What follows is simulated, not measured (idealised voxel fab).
Process module under the name voxel quadruple lines
Square cell edge 5 nm, section width 175 nm, ID cut.
A cross-section is a grid of square cells, given in bands from the top down. A band is one or more rows of cells.
The band entry comprises the height of the band's top followed by the height of its bottom, expressed in nm, and subsequently the band's materials from left to right, each stated together with its width in nm. Where a single material is marked with the word "edge to edge", that material fills the band from edge to edge. The word "air" represents empty space.
Ref level 0: as-received wafer is one material below here. Bottom band extends down with no lower bound ("0 down").
Think of "30->40" as a width that walks from the first number to the second as you go down the band, top row to bottom row, taking equal-sized steps from row to row.
Key: "no modifications" - step with no changed cell in the cross-section.
So "Fully sealed voids" is basically the list of trapped voids: any empty space of 8 cells or more that can't reach the top through an opening. They're written width x height at distance, the distance being from the left edge, and it's all nm.
Heads up: the bit after the settings on a step's line is the simulator's remark on that step.
You can add "overlay nm" to a step's line. For a step with a mask, it describes how far the mask lay to the right of its planned position, and a negative number describes a lay to the left.
Heads up before you read on: it's before/after pairs around one process step each, after side only down to the lowest band that changed, step plus settings under the pair. Pairs can be from different runs of this module, same starting wafer, so only chain a pair onto the one above if its "Before the process" entry says so.

-- Before the process
* 0 down | Si edge to edge
* Fully sealed voids: none

-- Cross-Section After Step
* 5 to 0 | SiO2 edge to edge
* Below a height of 0, the structure has not been altered.
* Fully sealed voids: none
Step sandwiched between the two cross-sections above: CONFORMAL_DEP [material SiO2] [thk nm 5]

Before the process: The pre-step condition corresponds to the post-step cross-section depicted in the pair directly above.

-- Cross-Section After Step
* 20 to 5 | W edge to edge
* Below a height of 5, the structure has not been altered.
* Fully sealed voids: none
Step sandwiched between the two cross-sections above: DIRECTIONAL_DEP [material W] [thk nm 15]

Before the process: The pre-step condition corresponds to the post-step cross-section depicted in the pair directly above.

-- Cross-Section After Step
* 35 to 20 | polySi edge to edge
* Below a height of 20, the structure has not been altered.
* Fully sealed voids: none
Step sandwiched between the two cross-sections above: DIRECTIONAL_DEP [material polySi] [thk nm 15]

Before the process: The pre-step condition corresponds to the post-step cross-section depicted in the pair directly above.

-- Cross-Section After Step
* 55 to 35 | aC edge to edge
* Below a height of 35, the structure has not been altered.
* Fully sealed voids: none
Step sandwiched between the two cross-sections above: DIRECTIONAL_DEP [material aC] [thk nm 20]

Before the process: The pre-step condition corresponds to the post-step cross-section depicted in the pair directly above.

-- Cross-Section After Step
* 85 to 55 | air (75), resist (25), air (75)
* Below a height of 55, the structure has not been altered.
* Fully sealed voids: none
Step sandwiched between the two cross-sections above: PATTERN [tone cover] [mask id MANDREL] [material resist] [width nm 25] [thk nm 30] [overlay nm 0]

Before the process: The pre-step condition corresponds to the post-step cross-section depicted in the pair directly above.

-- Cross-Section After Step
* 65 to 55 | air (75), resist (25), air (75)
* 55 to 35 | air (75), aC (25), air (75)
* Below a height of 35, the structure has not been altered.
* Fully sealed voids: none
Step sandwiched between the two cross-sections above: DIRECTIONAL_ETCH [etch materials aC] [depth nm 20]

Before the process: The pre-step condition corresponds to the post-step cross-section depicted in the pair directly above.

-- Cross-Section After Step
* 55 to 35 | air (75), aC (25), air (75)
* Below a height of 35, the structure has not been altered.
* Fully sealed voids: none
Step sandwiched between the two cross-sections above: STRIP [etch materials resist]

Before the process: The pre-step condition corresponds to the post-step cross-section depicted in the pair directly above.

-- Cross-Section After Step
* 70 to 55 | air (60), SiO2 (55), air (60)
* 55 to 50 | air (60), SiO2 (15), aC (25), SiO2 (15), air (60)
* 50 to 35 | SiO2 (75), aC (25), SiO2 (75)
* Below a height of 35, the structure has not been altered.
* Fully sealed voids: none
Step sandwiched between the two cross-sections above: CONFORMAL_DEP [material SiO2] [thk nm 15]

Before the process: The pre-step condition corresponds to the post-step cross-section depicted in the pair directly above.

-- Cross-Section After Step
* 55 to 35 | air (60), SiO2 (15), aC (25), SiO2 (15), air (60)
* Below a height of 35, the structure has not been altered.
* Fully sealed voids: none
Step sandwiched between the two cross-sections above: DIRECTIONAL_ETCH [etch materials SiO2] [depth nm 15]

Before the process: The pre-step condition corresponds to the post-step cross-section depicted in the pair directly above.

-- Cross-Section After Step
* 55 to 35 | air (60), SiO2 (15), air (25), SiO2 (15), air (60)
* Below a height of 35, the structure has not been altered.
* Fully sealed voids: none
Step sandwiched between the two cross-sections above: STRIP [etch materials aC]

Before the process: The pre-step condition corresponds to the post-step cross-section depicted in the pair directly above.

-- Cross-Section After Step
* 55 to 35 | air (60), SiO2 (15), air (25), SiO2 (15), air (60)
* 35 to 20 | air (60), polySi (15), air (25), polySi (15), air (60)
* Below a height of 20, the structure has not been altered.
* Fully sealed voids: none
Step sandwiched between the two cross-sections above: DIRECTIONAL_ETCH [etch materials polySi] [depth nm 15]

Before the process: The pre-step condition corresponds to the post-step cross-section depicted in the pair directly above.

-- Cross-Section After Step
* 35 to 20 | air (60), polySi (15), air (25), polySi (15), air (60)
* Below a height of 20, the structure has not been altered.
* Fully sealed voids: none
Step sandwiched between the two cross-sections above: STRIP [etch materials SiO2]

Before the process: The pre-step condition corresponds to the post-step cross-section depicted in the pair directly above.

-- Cross-Section After Step
* 40 to 35 | air (55), SiCN (25), air (15), SiCN (25), air (55)
* 35 to 25 | air (55), SiCN (5), polySi (15), SiCN (5), air (15), SiCN (5), polySi (15), SiCN (5), air (55)
* 25 to 20 | SiCN (60), polySi (15), SiCN (25), polySi (15), SiCN (60)
* Below a height of 20, the structure has not been altered.
* Fully sealed voids: none
Step sandwiched between the two cross-sections above: CONFORMAL_DEP [material SiCN] [thk nm 5]

Before the process: The pre-step condition corresponds to the post-step cross-section depicted in the pair directly above.

-- Cross-Section After Step
* 35 to 20 | air (55), SiCN (5), polySi (15), SiCN (5), air (15), SiCN (5), polySi (15), SiCN (5), air (55)
* Below a height of 20, the structure has not been altered.
* Fully sealed voids: none
Step sandwiched between the two cross-sections above: DIRECTIONAL_ETCH [etch materials SiCN] [depth nm 5]

Before the process: The pre-step condition corresponds to the post-step cross-section depicted in the pair directly above.

-- Cross-Section After Step
* 35 to 20 | air (55), SiCN (5), air (15), SiCN (5), air (15), SiCN (5), air (15), SiCN (5), air (55)
* Below a height of 20, the structure has not been altered.
* Fully sealed voids: none
Step sandwiched between the two cross-sections above: STRIP [etch materials polySi]

Before the process: The pre-step condition corresponds to the post-step cross-section depicted in the pair directly above.

-- Cross-Section After Step
* 35 to 20 | air (55), SiCN (5), air (15), SiCN (5), air (15), SiCN (5), air (15), SiCN (5), air (55)
* 20 to 5 | air (55), W (5), air (15), W (5), air (15), W (5), air (15), W (5), air (55)
* Below a height of 5, the structure has not been altered.
* Fully sealed voids: none
Step sandwiched between the two cross-sections above: DIRECTIONAL_ETCH [etch materials W] [depth nm 15]

Before the process: The pre-step condition corresponds to the post-step cross-section depicted in the pair directly above.

-- Cross-Section After Step
* 20 to 5 | air (55), W (5), air (15), W (5), air (15), W (5), air (15), W (5), air (55)
* Below a height of 5, the structure has not been altered.
* Fully sealed voids: none
Step sandwiched between the two cross-sections above: STRIP [etch materials SiCN]

Before the process: The pre-step condition corresponds to the post-step cross-section depicted in the pair directly above.

-- Cross-Section After Step
* 25 to 20 | SiO2 edge to edge
* 20 to 5 | SiO2 (55), W (5), SiO2 (15), W (5), SiO2 (15), W (5), SiO2 (15), W (5), SiO2 (55)
* Below a height of 5, the structure has not been altered.
* Fully sealed voids: none
Step sandwiched between the two cross-sections above: FILL_DEP [material SiO2] [thk nm 5]

Before the process: The pre-step condition corresponds to the post-step cross-section depicted in the pair directly above.

-- Cross-Section After Step
* 20 to 5 | SiO2 (55), W (5), SiO2 (15), W (5), SiO2 (15), W (5), SiO2 (15), W (5), SiO2 (55)
* Below a height of 5, the structure has not been altered.
* Fully sealed voids: none
Step sandwiched between the two cross-sections above: CMP [height nm 20]

-- Before the process
* 0 down | Si edge to edge
* Fully sealed voids: none

-- Cross-Section After Step
* 15 to 0 | W edge to edge
* Below a height of 0, the structure has not been altered.
* Fully sealed voids: none
Step sandwiched between the two cross-sections above: DIRECTIONAL_DEP [material W] [thk nm 15]

Before the process: The pre-step condition corresponds to the post-step cross-section depicted in the pair directly above.

-- Cross-Section After Step
* 30 to 15 | polySi edge to edge
* Below a height of 15, the structure has not been altered.
* Fully sealed voids: none
Step sandwiched between the two cross-sections above: DIRECTIONAL_DEP [material polySi] [thk nm 15]

Before the process: The pre-step condition corresponds to the post-step cross-section depicted in the pair directly above.

-- Cross-Section After Step
* 50 to 30 | aC edge to edge
* Below a height of 30, the structure has not been altered.
* Fully sealed voids: none
Step sandwiched between the two cross-sections above: DIRECTIONAL_DEP [material aC] [thk nm 20]

Before the process: The pre-step condition corresponds to the post-step cross-section depicted in the pair directly above.

-- Cross-Section After Step
* 80 to 50 | air (75), resist (25), air (75)
* Below a height of 50, the structure has not been altered.
* Fully sealed voids: none
Step sandwiched between the two cross-sections above: PATTERN [tone cover] [mask id MANDREL] [material resist] [width nm 25] [thk nm 30] [overlay nm 0]

Before the process: The pre-step condition corresponds to the post-step cross-section depicted in the pair directly above.

-- Cross-Section After Step
* 60 to 50 | air (75), resist (25), air (75)
* 50 to 30 | air (75), aC (25), air (75)
* Below a height of 30, the structure has not been altered.
* Fully sealed voids: none
Step sandwiched between the two cross-sections above: DIRECTIONAL_ETCH [etch materials aC] [depth nm 20]

Before the process: The pre-step condition corresponds to the post-step cross-section depicted in the pair directly above.

-- Cross-Section After Step
* 50 to 30 | air (75), aC (25), air (75)
* Below a height of 30, the structure has not been altered.
* Fully sealed voids: none
Step sandwiched between the two cross-sections above: STRIP [etch materials resist]

Before the process: The pre-step condition corresponds to the post-step cross-section depicted in the pair directly above.

-- Cross-Section After Step
* 65 to 50 | air (60), SiO2 (55), air (60)
* 50 to 45 | air (60), SiO2 (15), aC (25), SiO2 (15), air (60)
* 45 to 30 | SiO2 (75), aC (25), SiO2 (75)
* Below a height of 30, the structure has not been altered.
* Fully sealed voids: none
Step sandwiched between the two cross-sections above: CONFORMAL_DEP [material SiO2] [thk nm 15]

Before the process: The pre-step condition corresponds to the post-step cross-section depicted in the pair directly above.

-- Cross-Section After Step
* 50 to 30 | air (60), SiO2 (15), aC (25), SiO2 (15), air (60)
* Below a height of 30, the structure has not been altered.
* Fully sealed voids: none
Step sandwiched between the two cross-sections above: DIRECTIONAL_ETCH [etch materials SiO2] [depth nm 15]

Before the process: The pre-step condition corresponds to the post-step cross-section depicted in the pair directly above.

-- Cross-Section After Step
* 50 to 30 | air (60), SiO2 (15), air (25), SiO2 (15), air (60)
* Below a height of 30, the structure has not been altered.
* Fully sealed voids: none
Step sandwiched between the two cross-sections above: STRIP [etch materials aC]

Before the process: The pre-step condition corresponds to the post-step cross-section depicted in the pair directly above.

-- Cross-Section After Step
* 50 to 30 | air (60), SiO2 (15), air (25), SiO2 (15), air (60)
* 30 to 15 | air (60), polySi (15), air (25), polySi (15), air (60)
* Below a height of 15, the structure has not been altered.
* Fully sealed voids: none
Step sandwiched between the two cross-sections above: DIRECTIONAL_ETCH [etch materials polySi] [depth nm 15]

Before the process: The pre-step condition corresponds to the post-step cross-section depicted in the pair directly above.

-- Cross-Section After Step
* 30 to 15 | air (60), polySi (15), air (25), polySi (15), air (60)
* Below a height of 15, the structure has not been altered.
* Fully sealed voids: none
Step sandwiched between the two cross-sections above: STRIP [etch materials SiO2]

Before the process: The pre-step condition corresponds to the post-step cross-section depicted in the pair directly above.

-- Cross-Section After Step
* 35 to 30 | air (55), SiCN (25), air (15), SiCN (25), air (55)
* 30 to 20 | air (55), SiCN (5), polySi (15), SiCN (5), air (15), SiCN (5), polySi (15), SiCN (5), air (55)
* 20 to 15 | SiCN (60), polySi (15), SiCN (25), polySi (15), SiCN (60)
* Below a height of 15, the structure has not been altered.
* Fully sealed voids: none
Step sandwiched between the two cross-sections above: CONFORMAL_DEP [material SiCN] [thk nm 5]

Before the process: The pre-step condition corresponds to the post-step cross-section depicted in the pair directly above.

-- Cross-Section After Step
* 30 to 15 | air (55), SiCN (5), polySi (15), SiCN (5), air (15), SiCN (5), polySi (15), SiCN (5), air (55)
* Below a height of 15, the structure has not been altered.
* Fully sealed voids: none
Step sandwiched between the two cross-sections above: DIRECTIONAL_ETCH [etch materials SiCN] [depth nm 5]

Before the process: The pre-step condition corresponds to the post-step cross-section depicted in the pair directly above.

-- Cross-Section After Step
* 30 to 15 | air (55), SiCN (5), air (15), SiCN (5), air (15), SiCN (5), air (15), SiCN (5), air (55)
* Below a height of 15, the structure has not been altered.
* Fully sealed voids: none
Step sandwiched between the two cross-sections above: STRIP [etch materials polySi]

Before the process: The pre-step condition corresponds to the post-step cross-section depicted in the pair directly above.

-- Cross-Section After Step
* 30 to 15 | air (55), SiCN (5), air (15), SiCN (5), air (15), SiCN (5), air (15), SiCN (5), air (55)
* 15 to 0 | air (55), W (5), air (15), W (5), air (15), W (5), air (15), W (5), air (55)
* Below a height of 0, the structure has not been altered.
* Fully sealed voids: none
Step sandwiched between the two cross-sections above: DIRECTIONAL_ETCH [etch materials W] [depth nm 15]

Before the process: The pre-step condition corresponds to the post-step cross-section depicted in the pair directly above.

-- Cross-Section After Step
* 15 to 0 | air (55), W (5), air (15), W (5), air (15), W (5), air (15), W (5), air (55)
* Below a height of 0, the structure has not been altered.
* Fully sealed voids: none
Step sandwiched between the two cross-sections above: STRIP [etch materials SiCN]

Before the process: The pre-step condition corresponds to the post-step cross-section depicted in the pair directly above.

-- Cross-Section After Step
* 20 to 15 | SiO2 edge to edge
* 15 to 0 | SiO2 (55), W (5), SiO2 (15), W (5), SiO2 (15), W (5), SiO2 (15), W (5), SiO2 (55)
* Below a height of 0, the structure has not been altered.
* Fully sealed voids: none
Step sandwiched between the two cross-sections above: FILL_DEP [material SiO2] [thk nm 5]

-- Before the process
* 5 to 0 | SiO2 edge to edge
* 0 down | Si edge to edge
* Fully sealed voids: none

-- Cross-Section After Step
* 20 to 5 | polySi edge to edge
* Below a height of 5, the structure has not been altered.
* Fully sealed voids: none
Step sandwiched between the two cross-sections above: DIRECTIONAL_DEP [material polySi] [thk nm 15]

Before the process: The pre-step condition corresponds to the post-step cross-section depicted in the pair directly above.

-- Cross-Section After Step
* 35 to 20 | W edge to edge
* Below a height of 20, the structure has not been altered.
* Fully sealed voids: none
Step sandwiched between the two cross-sections above: DIRECTIONAL_DEP [material W] [thk nm 15]

Before the process: The pre-step condition corresponds to the post-step cross-section depicted in the pair directly above.

-- Cross-Section After Step
* 55 to 35 | aC edge to edge
* Below a height of 35, the structure has not been altered.
* Fully sealed voids: none
Step sandwiched between the two cross-sections above: DIRECTIONAL_DEP [material aC] [thk nm 20]

Before the process: The pre-step condition corresponds to the post-step cross-section depicted in the pair directly above.

-- Cross-Section After Step
* 85 to 55 | air (75), resist (25), air (75)
* Below a height of 55, the structure has not been altered.
* Fully sealed voids: none
Step sandwiched between the two cross-sections above: PATTERN [tone cover] [mask id MANDREL] [material resist] [width nm 25] [thk nm 30] [overlay nm 0]

Before the process: The pre-step condition corresponds to the post-step cross-section depicted in the pair directly above.

-- Cross-Section After Step
* 65 to 55 | air (75), resist (25), air (75)
* 55 to 35 | air (75), aC (25), air (75)
* Below a height of 35, the structure has not been altered.
* Fully sealed voids: none
Step sandwiched between the two cross-sections above: DIRECTIONAL_ETCH [etch materials aC] [depth nm 20]

Before the process: The pre-step condition corresponds to the post-step cross-section depicted in the pair directly above.

-- Cross-Section After Step
* 55 to 35 | air (75), aC (25), air (75)
* Below a height of 35, the structure has not been altered.
* Fully sealed voids: none
Step sandwiched between the two cross-sections above: STRIP [etch materials resist]

Before the process: The pre-step condition corresponds to the post-step cross-section depicted in the pair directly above.

-- Cross-Section After Step
* 70 to 55 | air (60), SiO2 (55), air (60)
* 55 to 50 | air (60), SiO2 (15), aC (25), SiO2 (15), air (60)
* 50 to 35 | SiO2 (75), aC (25), SiO2 (75)
* Below a height of 35, the structure has not been altered.
* Fully sealed voids: none
Step sandwiched between the two cross-sections above: CONFORMAL_DEP [material SiO2] [thk nm 15]

Before the process: The pre-step condition corresponds to the post-step cross-section depicted in the pair directly above.

-- Cross-Section After Step
* 55 to 35 | air (60), SiO2 (15), aC (25), SiO2 (15), air (60)
* Below a height of 35, the structure has not been altered.
* Fully sealed voids: none
Step sandwiched between the two cross-sections above: DIRECTIONAL_ETCH [etch materials SiO2] [depth nm 15]

Before the process: The pre-step condition corresponds to the post-step cross-section depicted in the pair directly above.

-- Cross-Section After Step
* 55 to 35 | air (60), SiO2 (15), air (25), SiO2 (15), air (60)
* Below a height of 35, the structure has not been altered.
* Fully sealed voids: none
Step sandwiched between the two cross-sections above: STRIP [etch materials aC]

Before the process: The pre-step condition corresponds to the post-step cross-section depicted in the pair directly above.

-- Cross-Section After Step
* 35 to 20 | W edge to edge
* Below a height of 20, the structure has not been altered.
* Fully sealed voids: none
Step sandwiched between the two cross-sections above: STRIP [etch materials SiO2]

Before the process: The pre-step condition corresponds to the post-step cross-section depicted in the pair directly above.

-- Cross-Section After Step
* 40 to 35 | SiCN edge to edge
* Below a height of 35, the structure has not been altered.
* Fully sealed voids: none
Step sandwiched between the two cross-sections above: CONFORMAL_DEP [material SiCN] [thk nm 5]

Before the process: The pre-step condition corresponds to the post-step cross-section depicted in the pair directly above.

-- Cross-Section After Step
* 35 to 20 | W edge to edge
* Below a height of 20, the structure has not been altered.
* Fully sealed voids: none
Step sandwiched between the two cross-sections above: DIRECTIONAL_ETCH [etch materials SiCN] [depth nm 5]

Before the process: The pre-step condition corresponds to the post-step cross-section depicted in the pair directly above.

-- Cross-Section After Step
* 20 to 5 | polySi edge to edge
* Below a height of 5, the structure has not been altered.
* Fully sealed voids: none
Step sandwiched between the two cross-sections above: DIRECTIONAL_ETCH [etch materials W] [depth nm 15]

Before the process: The pre-step condition corresponds to the post-step cross-section depicted in the pair directly above.

-- Cross-Section After Step
* 25 to 20 | SiO2 edge to edge
* Below a height of 20, the structure has not been altered.
* Fully sealed voids: none
Step sandwiched between the two cross-sections above: FILL_DEP [material SiO2] [thk nm 5]

Before the process: The pre-step condition corresponds to the post-step cross-section depicted in the pair directly above.

-- Cross-Section After Step
* 20 to 5 | polySi edge to edge
* Below a height of 5, the structure has not been altered.
* Fully sealed voids: none
Step sandwiched between the two cross-sections above: CMP [height nm 20]

-- Before the process
* 25 to 20 | SiO2 edge to edge
* 20 to 5 | SiO2 (55), W (5), SiO2 (15), W (5), SiO2 (15), W (5), SiO2 (15), W (5), SiO2 (55)
* 5 to 0 | SiO2 edge to edge
* 0 down | Si edge to edge
* Fully sealed voids: none

-- Cross-Section After Step
* 10 to 5 | SiO2 (55), W (5), SiO2 (15), W (5), SiO2 (15), W (5), SiO2 (15), W (5), SiO2 (55)
* Below a height of 5, the structure has not been altered.
* Fully sealed voids: none
Step sandwiched between the two cross-sections above: CMP [height nm 10]

-- Before the process
* 55 to 35 | aC edge to edge
* 35 to 20 | polySi edge to edge
* 20 to 5 | W edge to edge
* 5 to 0 | SiO2 edge to edge
* 0 down | Si edge to edge
* Fully sealed voids: none

-- Cross-Section After Step
* 85 to 55 | air (75), resist (30), air (70)
* Below a height of 55, the structure has not been altered.
* Fully sealed voids: none
Step sandwiched between the two cross-sections above: PATTERN [tone cover] [mask id MANDREL] [material resist] [width nm 30] [thk nm 30] [overlay nm 0]

Before the process: The pre-step condition corresponds to the post-step cross-section depicted in the pair directly above.

-- Cross-Section After Step
* 65 to 55 | air (75), resist (30), air (70)
* 55 to 35 | air (75), aC (30), air (70)
* Below a height of 35, the structure has not been altered.
* Fully sealed voids: none
Step sandwiched between the two cross-sections above: DIRECTIONAL_ETCH [etch materials aC] [depth nm 20]

Before the process: The pre-step condition corresponds to the post-step cross-section depicted in the pair directly above.

-- Cross-Section After Step
* 55 to 35 | air (75), aC (30), air (70)
* Below a height of 35, the structure has not been altered.
* Fully sealed voids: none
Step sandwiched between the two cross-sections above: STRIP [etch materials resist]

Before the process: The pre-step condition corresponds to the post-step cross-section depicted in the pair directly above.

-- Cross-Section After Step
* 70 to 55 | air (60), SiO2 (60), air (55)
* 55 to 50 | air (60), SiO2 (15), aC (30), SiO2 (15), air (55)
* 50 to 35 | SiO2 (75), aC (30), SiO2 (70)
* Below a height of 35, the structure has not been altered.
* Fully sealed voids: none
Step sandwiched between the two cross-sections above: CONFORMAL_DEP [material SiO2] [thk nm 15]

Before the process: The pre-step condition corresponds to the post-step cross-section depicted in the pair directly above.

-- Cross-Section After Step
* 55 to 35 | air (60), SiO2 (15), aC (30), SiO2 (15), air (55)
* Below a height of 35, the structure has not been altered.
* Fully sealed voids: none
Step sandwiched between the two cross-sections above: DIRECTIONAL_ETCH [etch materials SiO2] [depth nm 15]

Before the process: The pre-step condition corresponds to the post-step cross-section depicted in the pair directly above.

-- Cross-Section After Step
* 55 to 35 | air (60), SiO2 (15), air (30), SiO2 (15), air (55)
* Below a height of 35, the structure has not been altered.
* Fully sealed voids: none
Step sandwiched between the two cross-sections above: STRIP [etch materials aC]

Before the process: The pre-step condition corresponds to the post-step cross-section depicted in the pair directly above.

-- Cross-Section After Step
* 55 to 35 | air (60), SiO2 (15), air (30), SiO2 (15), air (55)
* 35 to 20 | air (60), polySi (15), air (30), polySi (15), air (55)
* Below a height of 20, the structure has not been altered.
* Fully sealed voids: none
Step sandwiched between the two cross-sections above: DIRECTIONAL_ETCH [etch materials polySi] [depth nm 15]

Before the process: The pre-step condition corresponds to the post-step cross-section depicted in the pair directly above.

-- Cross-Section After Step
* 35 to 20 | air (60), polySi (15), air (30), polySi (15), air (55)
* Below a height of 20, the structure has not been altered.
* Fully sealed voids: none
Step sandwiched between the two cross-sections above: STRIP [etch materials SiO2]

Before the process: The pre-step condition corresponds to the post-step cross-section depicted in the pair directly above.

-- Cross-Section After Step
* 40 to 35 | air (55), SiCN (25), air (20), SiCN (25), air (50)
* 35 to 25 | air (55), SiCN (5), polySi (15), SiCN (5), air (20), SiCN (5), polySi (15), SiCN (5), air (50)
* 25 to 20 | SiCN (60), polySi (15), SiCN (30), polySi (15), SiCN (55)
* Below a height of 20, the structure has not been altered.
* Fully sealed voids: none
Step sandwiched between the two cross-sections above: CONFORMAL_DEP [material SiCN] [thk nm 5]

Before the process: The pre-step condition corresponds to the post-step cross-section depicted in the pair directly above.

-- Cross-Section After Step
* 35 to 20 | air (55), SiCN (5), polySi (15), SiCN (5), air (20), SiCN (5), polySi (15), SiCN (5), air (50)
* Below a height of 20, the structure has not been altered.
* Fully sealed voids: none
Step sandwiched between the two cross-sections above: DIRECTIONAL_ETCH [etch materials SiCN] [depth nm 5]

Before the process: The pre-step condition corresponds to the post-step cross-section depicted in the pair directly above.

-- Cross-Section After Step
* 35 to 20 | air (55), SiCN (5), air (15), SiCN (5), air (20), SiCN (5), air (15), SiCN (5), air (50)
* Below a height of 20, the structure has not been altered.
* Fully sealed voids: none
Step sandwiched between the two cross-sections above: STRIP [etch materials polySi]

Before the process: The pre-step condition corresponds to the post-step cross-section depicted in the pair directly above.

-- Cross-Section After Step
* 35 to 20 | air (55), SiCN (5), air (15), SiCN (5), air (20), SiCN (5), air (15), SiCN (5), air (50)
* 20 to 5 | air (55), W (5), air (15), W (5), air (20), W (5), air (15), W (5), air (50)
* Below a height of 5, the structure has not been altered.
* Fully sealed voids: none
Step sandwiched between the two cross-sections above: DIRECTIONAL_ETCH [etch materials W] [depth nm 15]

Before the process: The pre-step condition corresponds to the post-step cross-section depicted in the pair directly above.

-- Cross-Section After Step
* 20 to 5 | air (55), W (5), air (15), W (5), air (20), W (5), air (15), W (5), air (50)
* Below a height of 5, the structure has not been altered.
* Fully sealed voids: none
Step sandwiched between the two cross-sections above: STRIP [etch materials SiCN]

Before the process: The pre-step condition corresponds to the post-step cross-section depicted in the pair directly above.

-- Cross-Section After Step
* 25 to 20 | SiO2 edge to edge
* 20 to 5 | SiO2 (55), W (5), SiO2 (15), W (5), SiO2 (20), W (5), SiO2 (15), W (5), SiO2 (50)
* Below a height of 5, the structure has not been altered.
* Fully sealed voids: none
Step sandwiched between the two cross-sections above: FILL_DEP [material SiO2] [thk nm 5]

Before the process: The pre-step condition corresponds to the post-step cross-section depicted in the pair directly above.

-- Cross-Section After Step
* 20 to 5 | SiO2 (55), W (5), SiO2 (15), W (5), SiO2 (20), W (5), SiO2 (15), W (5), SiO2 (50)
* Below a height of 5, the structure has not been altered.
* Fully sealed voids: none
Step sandwiched between the two cross-sections above: CMP [height nm 20]

-- Before the process
* 55 to 35 | aC edge to edge
* 35 to 20 | polySi edge to edge
* 20 to 5 | W edge to edge
* 5 to 0 | SiO2 edge to edge
* 0 down | Si edge to edge
* Fully sealed voids: none

-- Cross-Section After Step
* 85 to 55 | air (85), resist (25), air (65)
* Below a height of 55, the structure has not been altered.
* Fully sealed voids: none
Step sandwiched between the two cross-sections above: PATTERN [tone cover] [mask id MANDREL] [material resist] [width nm 25] [thk nm 30] [overlay nm 10]

Before the process: The pre-step condition corresponds to the post-step cross-section depicted in the pair directly above.

-- Cross-Section After Step
* 65 to 55 | air (85), resist (25), air (65)
* 55 to 35 | air (85), aC (25), air (65)
* Below a height of 35, the structure has not been altered.
* Fully sealed voids: none
Step sandwiched between the two cross-sections above: DIRECTIONAL_ETCH [etch materials aC] [depth nm 20]

Before the process: The pre-step condition corresponds to the post-step cross-section depicted in the pair directly above.

-- Cross-Section After Step
* 55 to 35 | air (85), aC (25), air (65)
* Below a height of 35, the structure has not been altered.
* Fully sealed voids: none
Step sandwiched between the two cross-sections above: STRIP [etch materials resist]

Before the process: The pre-step condition corresponds to the post-step cross-section depicted in the pair directly above.

-- Cross-Section After Step
* 70 to 55 | air (70), SiO2 (55), air (50)
* 55 to 50 | air (70), SiO2 (15), aC (25), SiO2 (15), air (50)
* 50 to 35 | SiO2 (85), aC (25), SiO2 (65)
* Below a height of 35, the structure has not been altered.
* Fully sealed voids: none
Step sandwiched between the two cross-sections above: CONFORMAL_DEP [material SiO2] [thk nm 15]

Before the process: The pre-step condition corresponds to the post-step cross-section depicted in the pair directly above.

-- Cross-Section After Step
* 55 to 35 | air (70), SiO2 (15), aC (25), SiO2 (15), air (50)
* Below a height of 35, the structure has not been altered.
* Fully sealed voids: none
Step sandwiched between the two cross-sections above: DIRECTIONAL_ETCH [etch materials SiO2] [depth nm 15]

Before the process: The pre-step condition corresponds to the post-step cross-section depicted in the pair directly above.

-- Cross-Section After Step
* 55 to 35 | air (70), SiO2 (15), air (25), SiO2 (15), air (50)
* Below a height of 35, the structure has not been altered.
* Fully sealed voids: none
Step sandwiched between the two cross-sections above: STRIP [etch materials aC]

Before the process: The pre-step condition corresponds to the post-step cross-section depicted in the pair directly above.

-- Cross-Section After Step
* 55 to 35 | air (70), SiO2 (15), air (25), SiO2 (15), air (50)
* 35 to 20 | air (70), polySi (15), air (25), polySi (15), air (50)
* Below a height of 20, the structure has not been altered.
* Fully sealed voids: none
Step sandwiched between the two cross-sections above: DIRECTIONAL_ETCH [etch materials polySi] [depth nm 15]

Before the process: The pre-step condition corresponds to the post-step cross-section depicted in the pair directly above.

-- Cross-Section After Step
* 35 to 20 | air (70), polySi (15), air (25), polySi (15), air (50)
* Below a height of 20, the structure has not been altered.
* Fully sealed voids: none
Step sandwiched between the two cross-sections above: STRIP [etch materials SiO2]

Before the process: The pre-step condition corresponds to the post-step cross-section depicted in the pair directly above.

-- Cross-Section After Step
* 40 to 35 | air (65), SiCN (25), air (15), SiCN (25), air (45)
* 35 to 25 | air (65), SiCN (5), polySi (15), SiCN (5), air (15), SiCN (5), polySi (15), SiCN (5), air (45)
* 25 to 20 | SiCN (70), polySi (15), SiCN (25), polySi (15), SiCN (50)
* Below a height of 20, the structure has not been altered.
* Fully sealed voids: none
Step sandwiched between the two cross-sections above: CONFORMAL_DEP [material SiCN] [thk nm 5]

Before the process: The pre-step condition corresponds to the post-step cross-section depicted in the pair directly above.

-- Cross-Section After Step
* 35 to 20 | air (65), SiCN (5), polySi (15), SiCN (5), air (15), SiCN (5), polySi (15), SiCN (5), air (45)
* Below a height of 20, the structure has not been altered.
* Fully sealed voids: none
Step sandwiched between the two cross-sections above: DIRECTIONAL_ETCH [etch materials SiCN] [depth nm 5]

Before the process: The pre-step condition corresponds to the post-step cross-section depicted in the pair directly above.

-- Cross-Section After Step
* 35 to 20 | air (65), SiCN (5), air (15), SiCN (5), air (15), SiCN (5), air (15), SiCN (5), air (45)
* Below a height of 20, the structure has not been altered.
* Fully sealed voids: none
Step sandwiched between the two cross-sections above: STRIP [etch materials polySi]

Before the process: The pre-step condition corresponds to the post-step cross-section depicted in the pair directly above.

-- Cross-Section After Step
* 35 to 20 | air (65), SiCN (5), air (15), SiCN (5), air (15), SiCN (5), air (15), SiCN (5), air (45)
* 20 to 5 | air (65), W (5), air (15), W (5), air (15), W (5), air (15), W (5), air (45)
* Below a height of 5, the structure has not been altered.
* Fully sealed voids: none
Step sandwiched between the two cross-sections above: DIRECTIONAL_ETCH [etch materials W] [depth nm 15]

Before the process: The pre-step condition corresponds to the post-step cross-section depicted in the pair directly above.

-- Cross-Section After Step
* 20 to 5 | air (65), W (5), air (15), W (5), air (15), W (5), air (15), W (5), air (45)
* Below a height of 5, the structure has not been altered.
* Fully sealed voids: none
Step sandwiched between the two cross-sections above: STRIP [etch materials SiCN]

Before the process: The pre-step condition corresponds to the post-step cross-section depicted in the pair directly above.

-- Cross-Section After Step
* 25 to 20 | SiO2 edge to edge
* 20 to 5 | SiO2 (65), W (5), SiO2 (15), W (5), SiO2 (15), W (5), SiO2 (15), W (5), SiO2 (45)
* Below a height of 5, the structure has not been altered.
* Fully sealed voids: none
Step sandwiched between the two cross-sections above: FILL_DEP [material SiO2] [thk nm 5]

Before the process: The pre-step condition corresponds to the post-step cross-section depicted in the pair directly above.

-- Cross-Section After Step
* 20 to 5 | SiO2 (65), W (5), SiO2 (15), W (5), SiO2 (15), W (5), SiO2 (15), W (5), SiO2 (45)
* Below a height of 5, the structure has not been altered.
* Fully sealed voids: none
Step sandwiched between the two cross-sections above: CMP [height nm 20]
